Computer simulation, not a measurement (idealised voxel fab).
Process module under the name voxel wiring stack
Section shown: cut. Width: 300 nm. Cell size: 5 nm, square.
In what follows, cross-sections appear as grids of square cells, described through bands that run from the top down, where every band is one or more rows of cells.
First you get the band's top height and its bottom height, in nm, and then the materials it's made of, left to right, with each width in nm. If you see a single material with "everywhere", that one covers the band edge to edge. "empty" is empty space.
Height is counted from the level 0, under which the received wafer is composed throughout of one material. The lowest of the bands is not closed at the bottom but continues downward, in the notation "z 0 and below".
Per-row width for "30..40": begins at first number (top row of band), ends at second number (bottom row), increment between rows held constant.
Any step labelled "nothing altered" changed none of the cells in the cross-section.
Heads up: "Fully sealed cavities" only lists the empty pockets with no open path to the top that are 8 cells or more, and it writes them as width x height at distance, distance from the left edge, in nm.
after a step's settings: what the simulator itself notes on the step
overlay nm: right-of-plan distance of the mask on a masked step; negative values mean left-of-plan.
Each pair of cross-sections that follows straddles one process step: the one shows the state before the step, the other the state after it, down to the lowest band that changed and no further. The step in question, and its settings, are given under the pair. Note that a pair is not necessarily a continuation of the pair above it, since pairs can come from different runs of this module on the same starting wafer; it is a continuation only where its entry headed "Incoming structure" says so.
Incoming structure
- z 0 and below  Si everywhere
- Fully sealed cavities: none
After
- z 15 to 0  SiO2 everywhere
- Rest of section, below 0: as before.
- Fully sealed cavities: none
The two cross-sections above are separated by a single process step, namely CONFORMAL_DEP,material SiO2,thk nm 15
Incoming structure: the pre-step structure is the one depicted after the step in the pair just above.
After
- z 20 to 15  TiN everywhere
- Rest of section, below 15: as before.
- Fully sealed cavities: none
The two cross-sections above are separated by a single process step, namely DIRECTIONAL_DEP,material TiN,thk nm 5
Incoming structure: the pre-step structure is the one depicted after the step in the pair just above.
After
- z 45 to 20  Ru everywhere
- Rest of section, below 20: as before.
- Fully sealed cavities: none
The two cross-sections above are separated by a single process step, namely DIRECTIONAL_DEP,material Ru,thk nm 25
Incoming structure: the pre-step structure is the one depicted after the step in the pair just above.
After
- z 65 to 45  65 of empty  30 of resist  15 of empty  30 of resist  15 of empty  30 of resist  15 of empty  30 of resist  70 of empty
- Rest of section, below 45: as before.
- Fully sealed cavities: none
The two cross-sections above are separated by a single process step, namely PATTERN,tone cover,mask id METAL_1,material resist,width nm 30,pitch nm 45,thk nm 20,overlay nm 0
Incoming structure: the pre-step structure is the one depicted after the step in the pair just above.
After
- z 65 to 45  65 of empty  30 of resist  15 of empty  30 of resist  15 of empty  30 of resist  15 of empty  30 of resist  70 of empty
- z 45 to 20  65 of empty  30 of Ru  15 of empty  30 of Ru  15 of empty  30 of Ru  15 of empty  30 of Ru  70 of empty
- Rest of section, below 20: as before.
- Fully sealed cavities: none
The two cross-sections above are separated by a single process step, namely DIRECTIONAL_ETCH,etch materials Ru,depth nm 25
Incoming structure: the pre-step structure is the one depicted after the step in the pair just above.
After
- z 65 to 45  65 of empty  30 of resist  15 of empty  30 of resist  15 of empty  30 of resist  15 of empty  30 of resist  70 of empty
- z 45 to 20  65 of empty  30 of Ru  15 of empty  30 of Ru  15 of empty  30 of Ru  15 of empty  30 of Ru  70 of empty
- z 20 to 15  65 of empty  30 of TiN  15 of empty  30 of TiN  15 of empty  30 of TiN  15 of empty  30 of TiN  70 of empty
- Rest of section, below 15: as before.
- Fully sealed cavities: none
The two cross-sections above are separated by a single process step, namely DIRECTIONAL_ETCH,etch materials TiN,depth nm 5
Incoming structure: the pre-step structure is the one depicted after the step in the pair just above.
After
- z 45 to 20  65 of empty  30 of Ru  15 of empty  30 of Ru  15 of empty  30 of Ru  15 of empty  30 of Ru  70 of empty
- Rest of section, below 20: as before.
- Fully sealed cavities: none
The two cross-sections above are separated by a single process step, namely STRIP,etch materials resist
Incoming structure: the pre-step structure is the one depicted after the step in the pair just above.
After
- z 50 to 45  60 of empty  40 of SiN  5 of empty  40 of SiN  5 of empty  40 of SiN  5 of empty  40 of SiN  65 of empty
- z 45 to 20  60 of empty  5 of SiN  30 of Ru  5 of SiN  5 of empty  5 of SiN  30 of Ru  5 of SiN  5 of empty  5 of SiN  30 of Ru  5 of SiN  5 of empty  5 of SiN  30 of Ru  5 of SiN  65 of empty
- z 20 to 15  65 of SiN  30 of TiN  15 of SiN  30 of TiN  15 of SiN  30 of TiN  15 of SiN  30 of TiN  70 of SiN
- Rest of section, below 15: as before.
- Fully sealed cavities: none
The two cross-sections above are separated by a single process step, namely CONFORMAL_DEP,material SiN,thk nm 5
Incoming structure: the pre-step structure is the one depicted after the step in the pair just above.
After
- z 60 to 50  lowk everywhere
- z 50 to 45  60 of lowk  40 of SiN  5 of lowk  40 of SiN  5 of lowk  40 of SiN  5 of lowk  40 of SiN  65 of lowk
- z 45 to 20  60 of lowk  5 of SiN  30 of Ru  5 of SiN  5 of lowk  5 of SiN  30 of Ru  5 of SiN  5 of lowk  5 of SiN  30 of Ru  5 of SiN  5 of lowk  5 of SiN  30 of Ru  5 of SiN  65 of lowk
- Rest of section, below 20: as before.
- Fully sealed cavities: none
The two cross-sections above are separated by a single process step, namely FILL_DEP,material lowk,thk nm 10
Incoming structure: the pre-step structure is the one depicted after the step in the pair just above.
After
- z 45 to 20  60 of lowk  5 of SiN  30 of Ru  5 of SiN  5 of lowk  5 of SiN  30 of Ru  5 of SiN  5 of lowk  5 of SiN  30 of Ru  5 of SiN  5 of lowk  5 of SiN  30 of Ru  5 of SiN  65 of lowk
- Rest of section, below 20: as before.
- Fully sealed cavities: none
The two cross-sections above are separated by a single process step, namely CMP,height nm 45
Incoming structure: the pre-step structure is the one depicted after the step in the pair just above.
After
- z 50 to 45  SiCN everywhere
- Rest of section, below 45: as before.
- Fully sealed cavities: none
The two cross-sections above are separated by a single process step, namely CONFORMAL_DEP,material SiCN,thk nm 5
Incoming structure: the pre-step structure is the one depicted after the step in the pair just above.
After
- z 80 to 50  lowk everywhere
- Rest of section, below 50: as before.
- Fully sealed cavities: none
The two cross-sections above are separated by a single process step, namely DIRECTIONAL_DEP,material lowk,thk nm 30
Incoming structure: the pre-step structure is the one depicted after the step in the pair just above.
After
- z 80 to 50  65 of lowk  15 of empty  30 of lowk  15 of empty  30 of lowk  15 of empty  30 of lowk  15 of empty  85 of lowk
- Rest of section, below 50: as before.
- Fully sealed cavities: none
The two cross-sections above are separated by a single process step, namely MASKED_ETCH,tone open,mask id METAL_2_HOLES,width nm 15,pitch nm 45,etch materials lowk,depth nm 30,overlay nm 0
Incoming structure: the pre-step structure is the one depicted after the step in the pair just above.
After
- z 80 to 65  65 of lowk  30 of empty  15 of lowk  30 of empty  15 of lowk  30 of empty  15 of lowk  30 of empty  70 of lowk
- Rest of section, below 65: as before.
- Fully sealed cavities: none
The two cross-sections above are separated by a single process step, namely MASKED_ETCH,tone open,mask id METAL_2,width nm 30,pitch nm 45,etch materials lowk,depth nm 15,overlay nm 0
Incoming structure: the pre-step structure is the one depicted after the step in the pair just above.
After
- z 80 to 65  65 of lowk  30 of empty  15 of lowk  30 of empty  15 of lowk  30 of empty  15 of lowk  30 of empty  70 of lowk
- z 65 to 50  65 of lowk  15 of empty  30 of lowk  15 of empty  30 of lowk  15 of empty  30 of lowk  15 of empty  85 of lowk
- z 50 to 45  65 of SiCN  15 of empty  30 of SiCN  15 of empty  30 of SiCN  15 of empty  30 of SiCN  15 of empty  85 of SiCN
- Rest of section, below 45: as before.
- Fully sealed cavities: none
The two cross-sections above are separated by a single process step, namely MASKED_ETCH,tone open,mask id METAL_2,width nm 30,pitch nm 45,etch materials SiCN,depth nm 5,overlay nm 0
Incoming structure: the pre-step structure is the one depicted after the step in the pair just above.
After
- z 85 to 80  70 of TiN  20 of empty  25 of TiN  20 of empty  25 of TiN  20 of empty  25 of TiN  20 of empty  75 of TiN
- z 80 to 70  65 of lowk  5 of TiN  20 of empty  5 of TiN  15 of lowk  5 of TiN  20 of empty  5 of TiN  15 of lowk  5 of TiN  20 of empty  5 of TiN  15 of lowk  5 of TiN  20 of empty  5 of TiN  70 of lowk
- z 70 to 65  65 of lowk  5 of TiN  5 of empty  20 of TiN  15 of lowk  5 of TiN  5 of empty  20 of TiN  15 of lowk  5 of TiN  5 of empty  20 of TiN  15 of lowk  5 of TiN  5 of empty  20 of TiN  70 of lowk
- z 65 to 50  65 of lowk  5 of TiN  5 of empty  5 of TiN  30 of lowk  5 of TiN  5 of empty  5 of TiN  30 of lowk  5 of TiN  5 of empty  5 of TiN  30 of lowk  5 of TiN  5 of empty  5 of TiN  85 of lowk
- z 50 to 45  65 of SiCN  15 of TiN  30 of SiCN  15 of TiN  30 of SiCN  15 of TiN  30 of SiCN  15 of TiN  85 of SiCN
- Rest of section, below 45: as before.
- Fully sealed cavities: none
The two cross-sections above are separated by a single process step, namely CONFORMAL_DEP,material TiN,thk nm 5
Incoming structure: the pre-step structure is the one depicted after the step in the pair just above.
After
- z 95 to 85  Cu everywhere
- z 85 to 80  70 of TiN  20 of Cu  25 of TiN  20 of Cu  25 of TiN  20 of Cu  25 of TiN  20 of Cu  75 of TiN
- z 80 to 70  65 of lowk  5 of TiN  20 of Cu  5 of TiN  15 of lowk  5 of TiN  20 of Cu  5 of TiN  15 of lowk  5 of TiN  20 of Cu  5 of TiN  15 of lowk  5 of TiN  20 of Cu  5 of TiN  70 of lowk
- z 70 to 65  65 of lowk  5 of TiN  5 of Cu  20 of TiN  15 of lowk  5 of TiN  5 of Cu  20 of TiN  15 of lowk  5 of TiN  5 of Cu  20 of TiN  15 of lowk  5 of TiN  5 of Cu  20 of TiN  70 of lowk
- z 65 to 50  65 of lowk  5 of TiN  5 of Cu  5 of TiN  30 of lowk  5 of TiN  5 of Cu  5 of TiN  30 of lowk  5 of TiN  5 of Cu  5 of TiN  30 of lowk  5 of TiN  5 of Cu  5 of TiN  85 of lowk
- Rest of section, below 50: as before.
- Fully sealed cavities: none
The two cross-sections above are separated by a single process step, namely FILL_DEP,material Cu,thk nm 10
Incoming structure: the pre-step structure is the one depicted after the step in the pair just above.
After
- z 80 to 70  65 of lowk  5 of TiN  20 of Cu  5 of TiN  15 of lowk  5 of TiN  20 of Cu  5 of TiN  15 of lowk  5 of TiN  20 of Cu  5 of TiN  15 of lowk  5 of TiN  20 of Cu  5 of TiN  70 of lowk
- Rest of section, below 70: as before.
- Fully sealed cavities: none
The two cross-sections above are separated by a single process step, namely CMP,height nm 80
Incoming structure: the pre-step structure is the one depicted after the step in the pair just above.
After
- z 85 to 80  SiCN everywhere
- Rest of section, below 80: as before.
- Fully sealed cavities: none
The two cross-sections above are separated by a single process step, namely CONFORMAL_DEP,material SiCN,thk nm 5
Incoming structure: the pre-step structure is the one depicted after the step in the pair just above.
After
- z 115 to 85  SiO2 everywhere
- Rest of section, below 85: as before.
- Fully sealed cavities: none
The two cross-sections above are separated by a single process step, namely DIRECTIONAL_DEP,material SiO2,thk nm 30
Incoming structure: the pre-step structure is the one depicted after the step in the pair just above.
After
- z 135 to 115  65 of resist  30 of empty  15 of resist  30 of empty  15 of resist  30 of empty  15 of resist  30 of empty  70 of resist
- Rest of section, below 115: as before.
- Fully sealed cavities: none
The two cross-sections above are separated by a single process step, namely PATTERN,tone open,mask id METAL_3,material resist,width nm 30,pitch nm 45,thk nm 20,overlay nm 0
Incoming structure: the pre-step structure is the one depicted after the step in the pair just above.
After
- z 135 to 115  65 of resist  30 of empty  15 of resist  30 of empty  15 of resist  30 of empty  15 of resist  30 of empty  70 of resist
- z 115 to 100  65 of SiO2  30 of empty  15 of SiO2  30 of empty  15 of SiO2  30 of empty  15 of SiO2  30 of empty  70 of SiO2
- Rest of section, below 100: as before.
- Fully sealed cavities: none
The two cross-sections above are separated by a single process step, namely DIRECTIONAL_ETCH,etch materials SiO2,depth nm 15
Incoming structure: the pre-step structure is the one depicted after the step in the pair just above.
After
- z 115 to 100  65 of SiO2  30 of empty  15 of SiO2  30 of empty  15 of SiO2  30 of empty  15 of SiO2  30 of empty  70 of SiO2
- Rest of section, below 100: as before.
- Fully sealed cavities: none
The two cross-sections above are separated by a single process step, namely STRIP,etch materials resist
Incoming structure: the pre-step structure is the one depicted after the step in the pair just above.
After
- z 115 to 100  65 of SiO2  30 of empty  15 of SiO2  30 of empty  15 of SiO2  30 of empty  15 of SiO2  30 of empty  70 of SiO2
- z 100 to 85  65 of SiO2  15 of empty  30 of SiO2  15 of empty  30 of SiO2  15 of empty  30 of SiO2  15 of empty  85 of SiO2
- Rest of section, below 85: as before.
- Fully sealed cavities: none
The two cross-sections above are separated by a single process step, namely MASKED_ETCH,tone open,mask id METAL_3_HOLES,width nm 15,pitch nm 45,etch materials SiO2,depth nm 15,overlay nm 0
Incoming structure: the pre-step structure is the one depicted after the step in the pair just above.
After
- z 115 to 100  65 of SiO2  30 of empty  15 of SiO2  30 of empty  15 of SiO2  30 of empty  15 of SiO2  30 of empty  70 of SiO2
- z 100 to 85  65 of SiO2  15 of empty  30 of SiO2  15 of empty  30 of SiO2  15 of empty  30 of SiO2  15 of empty  85 of SiO2
- z 85 to 80  65 of SiCN  15 of empty  30 of SiCN  15 of empty  30 of SiCN  15 of empty  30 of SiCN  15 of empty  85 of SiCN
- Rest of section, below 80: as before.
- Fully sealed cavities: none
The two cross-sections above are separated by a single process step, namely MASKED_ETCH,tone open,mask id METAL_3_HOLES,width nm 15,pitch nm 45,etch materials SiCN,depth nm 5,overlay nm 0
Incoming structure: the pre-step structure is the one depicted after the step in the pair just above.
After
- z 120 to 115  70 of TiN  20 of empty  25 of TiN  20 of empty  25 of TiN  20 of empty  25 of TiN  20 of empty  75 of TiN
- z 115 to 105  65 of SiO2  5 of TiN  20 of empty  5 of TiN  15 of SiO2  5 of TiN  20 of empty  5 of TiN  15 of SiO2  5 of TiN  20 of empty  5 of TiN  15 of SiO2  5 of TiN  20 of empty  5 of TiN  70 of SiO2
- z 105 to 100  65 of SiO2  5 of TiN  5 of empty  20 of TiN  15 of SiO2  5 of TiN  5 of empty  20 of TiN  15 of SiO2  5 of TiN  5 of empty  20 of TiN  15 of SiO2  5 of TiN  5 of empty  20 of TiN  70 of SiO2
- z 100 to 85  65 of SiO2  5 of TiN  5 of empty  5 of TiN  30 of SiO2  5 of TiN  5 of empty  5 of TiN  30 of SiO2  5 of TiN  5 of empty  5 of TiN  30 of SiO2  5 of TiN  5 of empty  5 of TiN  85 of SiO2
- z 85 to 80  65 of SiCN  15 of TiN  30 of SiCN  15 of TiN  30 of SiCN  15 of TiN  30 of SiCN  15 of TiN  85 of SiCN
- Rest of section, below 80: as before.
- Fully sealed cavities: none
The two cross-sections above are separated by a single process step, namely CONFORMAL_DEP,material TiN,thk nm 5
Incoming structure: the pre-step structure is the one depicted after the step in the pair just above.
After
- z 130 to 120  Cu everywhere
- z 120 to 115  70 of TiN  20 of Cu  25 of TiN  20 of Cu  25 of TiN  20 of Cu  25 of TiN  20 of Cu  75 of TiN
- z 115 to 105  65 of SiO2  5 of TiN  20 of Cu  5 of TiN  15 of SiO2  5 of TiN  20 of Cu  5 of TiN  15 of SiO2  5 of TiN  20 of Cu  5 of TiN  15 of SiO2  5 of TiN  20 of Cu  5 of TiN  70 of SiO2
- z 105 to 100  65 of SiO2  5 of TiN  5 of Cu  20 of TiN  15 of SiO2  5 of TiN  5 of Cu  20 of TiN  15 of SiO2  5 of TiN  5 of Cu  20 of TiN  15 of SiO2  5 of TiN  5 of Cu  20 of TiN  70 of SiO2
- z 100 to 85  65 of SiO2  5 of TiN  5 of Cu  5 of TiN  30 of SiO2  5 of TiN  5 of Cu  5 of TiN  30 of SiO2  5 of TiN  5 of Cu  5 of TiN  30 of SiO2  5 of TiN  5 of Cu  5 of TiN  85 of SiO2
- Rest of section, below 85: as before.
- Fully sealed cavities: none
The two cross-sections above are separated by a single process step, namely FILL_DEP,material Cu,thk nm 10
Incoming structure: the pre-step structure is the one depicted after the step in the pair just above.
After
- z 115 to 105  65 of SiO2  5 of TiN  20 of Cu  5 of TiN  15 of SiO2  5 of TiN  20 of Cu  5 of TiN  15 of SiO2  5 of TiN  20 of Cu  5 of TiN  15 of SiO2  5 of TiN  20 of Cu  5 of TiN  70 of SiO2
- Rest of section, below 105: as before.
- Fully sealed cavities: none
The two cross-sections above are separated by a single process step, namely CMP,height nm 115
Incoming structure: the pre-step structure is the one depicted after the step in the pair just above.
After
- z 120 to 115  SiN everywhere
- Rest of section, below 115: as before.
- Fully sealed cavities: none
The two cross-sections above are separated by a single process step, namely CONFORMAL_DEP,material SiN,thk nm 5
Incoming structure
- z 15 to 0  SiO2 everywhere
- z 0 and below  Si everywhere
- Fully sealed cavities: none
After
- z 40 to 15  Ru everywhere
- Rest of section, below 15: as before.
- Fully sealed cavities: none
The two cross-sections above are separated by a single process step, namely DIRECTIONAL_DEP,material Ru,thk nm 25
Incoming structure: the pre-step structure is the one depicted after the step in the pair just above.
After
- z 60 to 40  65 of empty  30 of resist  15 of empty  30 of resist  15 of empty  30 of resist  15 of empty  30 of resist  70 of empty
- Rest of section, below 40: as before.
- Fully sealed cavities: none
The two cross-sections above are separated by a single process step, namely PATTERN,tone cover,mask id METAL_1,material resist,width nm 30,pitch nm 45,thk nm 20,overlay nm 0
Incoming structure: the pre-step structure is the one depicted after the step in the pair just above.
After
- z 60 to 40  65 of empty  30 of resist  15 of empty  30 of resist  15 of empty  30 of resist  15 of empty  30 of resist  70 of empty
- z 40 to 15  65 of empty  30 of Ru  15 of empty  30 of Ru  15 of empty  30 of Ru  15 of empty  30 of Ru  70 of empty
- Rest of section, below 15: as before.
- Fully sealed cavities: none
The two cross-sections above are separated by a single process step, namely DIRECTIONAL_ETCH,etch materials Ru,depth nm 25
Incoming structure: the pre-step structure is the one depicted after the step in the pair just above.
After
- z 40 to 15  65 of empty  30 of Ru  15 of empty  30 of Ru  15 of empty  30 of Ru  15 of empty  30 of Ru  70 of empty
- Rest of section, below 15: as before.
- Fully sealed cavities: none
The two cross-sections above are separated by a single process step, namely STRIP,etch materials resist
Incoming structure: the pre-step structure is the one depicted after the step in the pair just above.
After
- z 45 to 40  60 of empty  40 of SiN  5 of empty  40 of SiN  5 of empty  40 of SiN  5 of empty  40 of SiN  65 of empty
- z 40 to 20  60 of empty  5 of SiN  30 of Ru  5 of SiN  5 of empty  5 of SiN  30 of Ru  5 of SiN  5 of empty  5 of SiN  30 of Ru  5 of SiN  5 of empty  5 of SiN  30 of Ru  5 of SiN  65 of empty
- z 20 to 15  65 of SiN  30 of Ru  15 of SiN  30 of Ru  15 of SiN  30 of Ru  15 of SiN  30 of Ru  70 of SiN
- Rest of section, below 15: as before.
- Fully sealed cavities: none
The two cross-sections above are separated by a single process step, namely CONFORMAL_DEP,material SiN,thk nm 5
Incoming structure: the pre-step structure is the one depicted after the step in the pair just above.
After
- z 55 to 45  lowk everywhere
- z 45 to 40  60 of lowk  40 of SiN  5 of lowk  40 of SiN  5 of lowk  40 of SiN  5 of lowk  40 of SiN  65 of lowk
- z 40 to 20  60 of lowk  5 of SiN  30 of Ru  5 of SiN  5 of lowk  5 of SiN  30 of Ru  5 of SiN  5 of lowk  5 of SiN  30 of Ru  5 of SiN  5 of lowk  5 of SiN  30 of Ru  5 of SiN  65 of lowk
- Rest of section, below 20: as before.
- Fully sealed cavities: none
The two cross-sections above are separated by a single process step, namely FILL_DEP,material lowk,thk nm 10
Incoming structure: the pre-step structure is the one depicted after the step in the pair just above.
After
- z 45 to 40  60 of lowk  40 of SiN  5 of lowk  40 of SiN  5 of lowk  40 of SiN  5 of lowk  40 of SiN  65 of lowk
- Rest of section, below 40: as before.
- Fully sealed cavities: none
The two cross-sections above are separated by a single process step, namely CMP,height nm 45
Incoming structure: the pre-step structure is the one depicted after the step in the pair just above.
After
- z 50 to 45  SiCN everywhere
- Rest of section, below 45: as before.
- Fully sealed cavities: none
The two cross-sections above are separated by a single process step, namely CONFORMAL_DEP,material SiCN,thk nm 5
Incoming structure: the pre-step structure is the one depicted after the step in the pair just above.
After
- z 80 to 50  lowk everywhere
- Rest of section, below 50: as before.
- Fully sealed cavities: none
The two cross-sections above are separated by a single process step, namely DIRECTIONAL_DEP,material lowk,thk nm 30
Incoming structure: the pre-step structure is the one depicted after the step in the pair just above.
After
- z 80 to 50  65 of lowk  15 of empty  30 of lowk  15 of empty  30 of lowk  15 of empty  30 of lowk  15 of empty  85 of lowk
- Rest of section, below 50: as before.
- Fully sealed cavities: none
The two cross-sections above are separated by a single process step, namely MASKED_ETCH,tone open,mask id METAL_2_HOLES,width nm 15,pitch nm 45,etch materials lowk,depth nm 30,overlay nm 0
Incoming structure: the pre-step structure is the one depicted after the step in the pair just above.
After
- z 80 to 65  65 of lowk  30 of empty  15 of lowk  30 of empty  15 of lowk  30 of empty  15 of lowk  30 of empty  70 of lowk
- Rest of section, below 65: as before.
- Fully sealed cavities: none
The two cross-sections above are separated by a single process step, namely MASKED_ETCH,tone open,mask id METAL_2,width nm 30,pitch nm 45,etch materials lowk,depth nm 15,overlay nm 0
Incoming structure: the pre-step structure is the one depicted after the step in the pair just above.
After
- z 80 to 65  65 of lowk  30 of empty  15 of lowk  30 of empty  15 of lowk  30 of empty  15 of lowk  30 of empty  70 of lowk
- z 65 to 50  65 of lowk  15 of empty  30 of lowk  15 of empty  30 of lowk  15 of empty  30 of lowk  15 of empty  85 of lowk
- z 50 to 45  65 of SiCN  15 of empty  30 of SiCN  15 of empty  30 of SiCN  15 of empty  30 of SiCN  15 of empty  85 of SiCN
- Rest of section, below 45: as before.
- Fully sealed cavities: none
The two cross-sections above are separated by a single process step, namely MASKED_ETCH,tone open,mask id METAL_2,width nm 30,pitch nm 45,etch materials SiCN,depth nm 5,overlay nm 0
Incoming structure: the pre-step structure is the one depicted after the step in the pair just above.
After
- z 85 to 80  70 of TiN  20 of empty  25 of TiN  20 of empty  25 of TiN  20 of empty  25 of TiN  20 of empty  75 of TiN
- z 80 to 70  65 of lowk  5 of TiN  20 of empty  5 of TiN  15 of lowk  5 of TiN  20 of empty  5 of TiN  15 of lowk  5 of TiN  20 of empty  5 of TiN  15 of lowk  5 of TiN  20 of empty  5 of TiN  70 of lowk
- z 70 to 65  65 of lowk  5 of TiN  5 of empty  20 of TiN  15 of lowk  5 of TiN  5 of empty  20 of TiN  15 of lowk  5 of TiN  5 of empty  20 of TiN  15 of lowk  5 of TiN  5 of empty  20 of TiN  70 of lowk
- z 65 to 50  65 of lowk  5 of TiN  5 of empty  5 of TiN  30 of lowk  5 of TiN  5 of empty  5 of TiN  30 of lowk  5 of TiN  5 of empty  5 of TiN  30 of lowk  5 of TiN  5 of empty  5 of TiN  85 of lowk
- z 50 to 45  65 of SiCN  15 of TiN  30 of SiCN  15 of TiN  30 of SiCN  15 of TiN  30 of SiCN  15 of TiN  85 of SiCN
- Rest of section, below 45: as before.
- Fully sealed cavities: none
The two cross-sections above are separated by a single process step, namely CONFORMAL_DEP,material TiN,thk nm 5
Incoming structure: the pre-step structure is the one depicted after the step in the pair just above.
After
- z 95 to 85  Cu everywhere
- z 85 to 80  70 of TiN  20 of Cu  25 of TiN  20 of Cu  25 of TiN  20 of Cu  25 of TiN  20 of Cu  75 of TiN
- z 80 to 70  65 of lowk  5 of TiN  20 of Cu  5 of TiN  15 of lowk  5 of TiN  20 of Cu  5 of TiN  15 of lowk  5 of TiN  20 of Cu  5 of TiN  15 of lowk  5 of TiN  20 of Cu  5 of TiN  70 of lowk
- z 70 to 65  65 of lowk  5 of TiN  5 of Cu  20 of TiN  15 of lowk  5 of TiN  5 of Cu  20 of TiN  15 of lowk  5 of TiN  5 of Cu  20 of TiN  15 of lowk  5 of TiN  5 of Cu  20 of TiN  70 of lowk
- z 65 to 50  65 of lowk  5 of TiN  5 of Cu  5 of TiN  30 of lowk  5 of TiN  5 of Cu  5 of TiN  30 of lowk  5 of TiN  5 of Cu  5 of TiN  30 of lowk  5 of TiN  5 of Cu  5 of TiN  85 of lowk
- Rest of section, below 50: as before.
- Fully sealed cavities: none
The two cross-sections above are separated by a single process step, namely FILL_DEP,material Cu,thk nm 10
Incoming structure: the pre-step structure is the one depicted after the step in the pair just above.
After
- z 80 to 70  65 of lowk  5 of TiN  20 of Cu  5 of TiN  15 of lowk  5 of TiN  20 of Cu  5 of TiN  15 of lowk  5 of TiN  20 of Cu  5 of TiN  15 of lowk  5 of TiN  20 of Cu  5 of TiN  70 of lowk
- Rest of section, below 70: as before.
- Fully sealed cavities: none
The two cross-sections above are separated by a single process step, namely CMP,height nm 80
Incoming structure: the pre-step structure is the one depicted after the step in the pair just above.
After
- z 85 to 80  SiCN everywhere
- Rest of section, below 80: as before.
- Fully sealed cavities: none
The two cross-sections above are separated by a single process step, namely CONFORMAL_DEP,material SiCN,thk nm 5
Incoming structure: the pre-step structure is the one depicted after the step in the pair just above.
After
- z 115 to 85  SiO2 everywhere
- Rest of section, below 85: as before.
- Fully sealed cavities: none
The two cross-sections above are separated by a single process step, namely DIRECTIONAL_DEP,material SiO2,thk nm 30
Incoming structure: the pre-step structure is the one depicted after the step in the pair just above.
After
- z 135 to 115  65 of resist  30 of empty  15 of resist  30 of empty  15 of resist  30 of empty  15 of resist  30 of empty  70 of resist
- Rest of section, below 115: as before.
- Fully sealed cavities: none
The two cross-sections above are separated by a single process step, namely PATTERN,tone open,mask id METAL_3,material resist,width nm 30,pitch nm 45,thk nm 20,overlay nm 0
Incoming structure: the pre-step structure is the one depicted after the step in the pair just above.
After
- z 135 to 115  65 of resist  30 of empty  15 of resist  30 of empty  15 of resist  30 of empty  15 of resist  30 of empty  70 of resist
- z 115 to 100  65 of SiO2  30 of empty  15 of SiO2  30 of empty  15 of SiO2  30 of empty  15 of SiO2  30 of empty  70 of SiO2
- Rest of section, below 100: as before.
- Fully sealed cavities: none
The two cross-sections above are separated by a single process step, namely DIRECTIONAL_ETCH,etch materials SiO2,depth nm 15
Incoming structure: the pre-step structure is the one depicted after the step in the pair just above.
After
- z 115 to 100  65 of SiO2  30 of empty  15 of SiO2  30 of empty  15 of SiO2  30 of empty  15 of SiO2  30 of empty  70 of SiO2
- Rest of section, below 100: as before.
- Fully sealed cavities: none
The two cross-sections above are separated by a single process step, namely STRIP,etch materials resist
Incoming structure: the pre-step structure is the one depicted after the step in the pair just above.
After
- z 115 to 100  65 of SiO2  30 of empty  15 of SiO2  30 of empty  15 of SiO2  30 of empty  15 of SiO2  30 of empty  70 of SiO2
- z 100 to 85  65 of SiO2  15 of empty  30 of SiO2  15 of empty  30 of SiO2  15 of empty  30 of SiO2  15 of empty  85 of SiO2
- Rest of section, below 85: as before.
- Fully sealed cavities: none
The two cross-sections above are separated by a single process step, namely MASKED_ETCH,tone open,mask id METAL_3_HOLES,width nm 15,pitch nm 45,etch materials SiO2,depth nm 15,overlay nm 0
Incoming structure: the pre-step structure is the one depicted after the step in the pair just above.
After
- z 115 to 100  65 of SiO2  30 of empty  15 of SiO2  30 of empty  15 of SiO2  30 of empty  15 of SiO2  30 of empty  70 of SiO2
- z 100 to 85  65 of SiO2  15 of empty  30 of SiO2  15 of empty  30 of SiO2  15 of empty  30 of SiO2  15 of empty  85 of SiO2
- z 85 to 80  65 of SiCN  15 of empty  30 of SiCN  15 of empty  30 of SiCN  15 of empty  30 of SiCN  15 of empty  85 of SiCN
- Rest of section, below 80: as before.
- Fully sealed cavities: none
The two cross-sections above are separated by a single process step, namely MASKED_ETCH,tone open,mask id METAL_3_HOLES,width nm 15,pitch nm 45,etch materials SiCN,depth nm 5,overlay nm 0
Incoming structure: the pre-step structure is the one depicted after the step in the pair just above.
After
- z 120 to 115  70 of TiN  20 of empty  25 of TiN  20 of empty  25 of TiN  20 of empty  25 of TiN  20 of empty  75 of TiN
- z 115 to 105  65 of SiO2  5 of TiN  20 of empty  5 of TiN  15 of SiO2  5 of TiN  20 of empty  5 of TiN  15 of SiO2  5 of TiN  20 of empty  5 of TiN  15 of SiO2  5 of TiN  20 of empty  5 of TiN  70 of SiO2
- z 105 to 100  65 of SiO2  5 of TiN  5 of empty  20 of TiN  15 of SiO2  5 of TiN  5 of empty  20 of TiN  15 of SiO2  5 of TiN  5 of empty  20 of TiN  15 of SiO2  5 of TiN  5 of empty  20 of TiN  70 of SiO2
- z 100 to 85  65 of SiO2  5 of TiN  5 of empty  5 of TiN  30 of SiO2  5 of TiN  5 of empty  5 of TiN  30 of SiO2  5 of TiN  5 of empty  5 of TiN  30 of SiO2  5 of TiN  5 of empty  5 of TiN  85 of SiO2
- z 85 to 80  65 of SiCN  15 of TiN  30 of SiCN  15 of TiN  30 of SiCN  15 of TiN  30 of SiCN  15 of TiN  85 of SiCN
- Rest of section, below 80: as before.
- Fully sealed cavities: none
The two cross-sections above are separated by a single process step, namely CONFORMAL_DEP,material TiN,thk nm 5
Incoming structure: the pre-step structure is the one depicted after the step in the pair just above.
After
- z 130 to 120  Cu everywhere
- z 120 to 115  70 of TiN  20 of Cu  25 of TiN  20 of Cu  25 of TiN  20 of Cu  25 of TiN  20 of Cu  75 of TiN
- z 115 to 105  65 of SiO2  5 of TiN  20 of Cu  5 of TiN  15 of SiO2  5 of TiN  20 of Cu  5 of TiN  15 of SiO2  5 of TiN  20 of Cu  5 of TiN  15 of SiO2  5 of TiN  20 of Cu  5 of TiN  70 of SiO2
- z 105 to 100  65 of SiO2  5 of TiN  5 of Cu  20 of TiN  15 of SiO2  5 of TiN  5 of Cu  20 of TiN  15 of SiO2  5 of TiN  5 of Cu  20 of TiN  15 of SiO2  5 of TiN  5 of Cu  20 of TiN  70 of SiO2
- z 100 to 85  65 of SiO2  5 of TiN  5 of Cu  5 of TiN  30 of SiO2  5 of TiN  5 of Cu  5 of TiN  30 of SiO2  5 of TiN  5 of Cu  5 of TiN  30 of SiO2  5 of TiN  5 of Cu  5 of TiN  85 of SiO2
- Rest of section, below 85: as before.
- Fully sealed cavities: none
The two cross-sections above are separated by a single process step, namely FILL_DEP,material Cu,thk nm 10
Incoming structure: the pre-step structure is the one depicted after the step in the pair just above.
After
- z 115 to 105  65 of SiO2  5 of TiN  20 of Cu  5 of TiN  15 of SiO2  5 of TiN  20 of Cu  5 of TiN  15 of SiO2  5 of TiN  20 of Cu  5 of TiN  15 of SiO2  5 of TiN  20 of Cu  5 of TiN  70 of SiO2
- Rest of section, below 105: as before.
- Fully sealed cavities: none
The two cross-sections above are separated by a single process step, namely CMP,height nm 115
